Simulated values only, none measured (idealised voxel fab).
Process module heading - voxel plated lines
FYI the section here is cut, 175 nm wide, cells are 5 nm squares.
Format of a cross-section: grid, square cells. Given as bands. Order: top down. Band: one or more rows of cells.
What a band's entry tells you: where the top is and where the bottom is, as heights in nm, and after that what lies inside, material by material from left to right, each with its width in nm. Empty space is written as the word "blank", and a single material marked with the word "edge to edge" occupies the band from edge to edge.
Counting heights begins at 0, where everything beneath is, in the wafer as received, one material. The lowest band has no bottom; it goes on downwards, as "0 down" shows.
Per-row width for "30 to 40": begins at first number (top row of band), ends at second number (bottom row), increment between rows held constant.
"same as before" -> step changed no cross-section cell.
Entry "Enclosed internal voids". Content: empty spaces with no open connection to the top, size 8 cells or greater. Each: width x height at distance. Distance: from left edge. Unit: nm.
Text after the settings on a step's line: the simulator's own remark on that step.
When a step includes a mask, the "overlay nm" setting on its line states how far to the right of its planned place that mask lay, and negative values state how far to the left.

## plan
- 1: RECEIVE, material Si
- 2: CONFORMAL_DEP, material SiO2, thk nm 5
- 3: DIRECTIONAL_DEP, material TiN, thk nm 5
- 4: PATTERN, tone open, mask id LINES, material resist, width nm 15, pitch nm 35, thk nm 20, overlay nm 0
- 5: EPI, material Ru, thk nm 10
- 6: STRIP, etch materials resist
- 7: DIRECTIONAL_ETCH, etch materials TiN, depth nm 5
- 8: CONFORMAL_DEP, material SiCN, thk nm 10

## Cross-section: wafer on arrival = after step 1
    0 down | Si edge to edge
    Enclosed internal voids: none

## a wafer at the end: this start, this plan, one mistake
    30 to 20 | SiCN edge to edge
    20 to 10 | 25 Ru | 15 SiCN | 20 Ru | 15 SiCN | 20 Ru | 15 SiCN | 20 Ru | 15 SiCN | 30 Ru
    10 to 5 | 25 TiN | 15 SiCN | 20 TiN | 15 SiCN | 20 TiN | 15 SiCN | 20 TiN | 15 SiCN | 30 TiN
    5 to 0 | SiO2 edge to edge
    0 down | Si edge to edge
    Enclosed internal voids: none
In executing the process, a mistake was made relative to the plan: note that step 4 departed from the planned setting and was carried out as PATTERN, tone cover, mask id LINES, material resist, width nm 15, pitch nm 35, thk nm 20, overlay nm 0
